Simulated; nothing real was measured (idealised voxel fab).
The following process module bears the name voxel capacitor over wiring.
225 nm wide, 5 nm square cells: that's cross-section cut.
The cross-sections in this document take the form of a grid made of square cells. They are written out as bands, in order from top to bottom. Each band consists of one or more rows of cells.
Read a band's entry like this: the first values are the height of its top and the height of its bottom in nm, and what follows is the sequence of materials from left to right, each with its width in nm. Note that "air" is empty space, and that a single material marked "edge to edge" reaches across the band from edge to edge.
Where do heights start? At 0: under that level the wafer as delivered is made of one material only. And the lowest band has no floor; it just carries on downward, as in "0 -> down".
It should be noted that a width expressed as "30..40" varies in equal increments from row to row of cells within the band, taking the value of the first number at the top row and that of the second number at the bottom row.
"changes: none" (step): cross-section cells unchanged, all of them.
Empty spaces without an open route to the top, at least 8 cells in extent, make up the entry "Cavities, sealed"; each is given as width x height at distance, where the distance is measured from the left edge, and all are in nm.
Where a step's line continues beyond its settings, the continuation is a remark by the simulator itself on that step.
You can add "overlay nm" to a step's line. For a step with a mask, it describes how far the mask lay to the right of its planned position, and a negative number describes a lay to the left.

**Intended process steps**
1. RECEIVE | material Si
2. CONFORMAL_DEP | material SiO2 | thk nm 10
3. CONFORMAL_DEP | material SiN | thk nm 5
4. DIRECTIONAL_DEP | material SiO2 | thk nm 20
5. DIRECTIONAL_DEP | material aC | thk nm 15
6. PATTERN | tone open | mask id METAL_1 | material resist | width nm 25 | pitch nm 85 | thk nm 35 | overlay nm 0
7. DIRECTIONAL_ETCH | etch materials aC | depth nm 15
8. STRIP | etch materials resist
9. DIRECTIONAL_ETCH | etch materials SiO2 | depth nm 20
10. DIRECTIONAL_ETCH | etch materials SiN | depth nm 5
11. STRIP | etch materials aC
12. CONFORMAL_DEP | material TiN | thk nm 5
13. FILL_DEP | material Cu | thk nm 10
14. CMP | height nm 35
15. CONFORMAL_DEP | material SiCN | thk nm 5
16. DIRECTIONAL_DEP | material lowk | thk nm 20
17. MASKED_ETCH | tone open | mask id PLUG_1 | width nm 15 | etch materials lowk | depth nm 20 | overlay nm 0
18. MASKED_ETCH | tone open | mask id PLUG_1 | width nm 15 | etch materials SiCN | depth nm 5 | overlay nm 0
19. CONFORMAL_DEP | material TiN | thk nm 5
20. FILL_DEP | material W | thk nm 5
21. CMP | height nm 60
22. DIRECTIONAL_DEP | material TiN | thk nm 10
23. DIRECTIONAL_DEP | material SiN | thk nm 5
24. DIRECTIONAL_DEP | material TiN | thk nm 10
25. PATTERN | tone cover | mask id UPPER_PLATE | material resist | width nm 65 | thk nm 20 | overlay nm 0
26. DIRECTIONAL_ETCH | etch materials TiN | depth nm 10
27. DIRECTIONAL_ETCH | etch materials SiN | depth nm 5
28. STRIP | etch materials resist
29. MASKED_ETCH | tone cover | mask id LOWER_PLATE | width nm 75 | etch materials TiN | depth nm 10 | overlay nm 0
30. FILL_DEP | material SiO2 | thk nm 15
31. CMP | height nm 95
32. DIRECTIONAL_DEP | material aC | thk nm 10
33. PATTERN | tone open | mask id PLUG_2 | material resist | width nm 15 | thk nm 25 | overlay nm 0
34. DIRECTIONAL_ETCH | etch materials aC | depth nm 10
35. STRIP | etch materials resist
36. DIRECTIONAL_ETCH | etch materials SiO2 | depth nm 10
37. STRIP | etch materials aC
38. CONFORMAL_DEP | material TiN | thk nm 5
39. FILL_DEP | material Cu | thk nm 10
40. CMP | height nm 95
41. CONFORMAL_DEP | material SiCN | thk nm 5

**Received-state cross-section, reflecting completion of step 1**
> 0 -> down  Si edge to edge
> Cavities, sealed: none

**The following cross-section depicts the wafer upon conclusion of the module. Processing commenced from the starting condition illustrated above and adhered to the plan illustrated above, save for one mistake in execution**
> 100 -> 95  SiCN edge to edge
> 95 -> 90  SiO2 75 nm / TiN 5 nm / Cu 5 nm / TiN 5 nm / SiO2 135 nm
> 90 -> 85  SiO2 75 nm / TiN 15 nm / SiO2 135 nm
> 85 -> 75  SiO2 65 nm / TiN 65 nm / SiO2 95 nm
> 75 -> 65  SiO2 60 nm / TiN 75 nm / SiO2 90 nm
> 65 -> 60  SiN edge to edge
> 60 -> 40  lowk 65 nm / TiN 5 nm / W 5 nm / TiN 5 nm / lowk 145 nm
> 40 -> 35  SiCN 65 nm / TiN 15 nm / SiCN 145 nm
> 35 -> 15  SiO2 55 nm / TiN 5 nm / Cu 15 nm / TiN 5 nm / SiO2 60 nm / TiN 5 nm / Cu 15 nm / TiN 5 nm / SiO2 60 nm
> 15 -> 10  SiN 55 nm / TiN 25 nm / SiN 60 nm / TiN 25 nm / SiN 60 nm
> 10 -> 0  SiO2 edge to edge
> 0 -> down  Si edge to edge
> Cavities, sealed: none
So what did we get wrong on this run? ran 22 and 23 in swapped order versus the plan
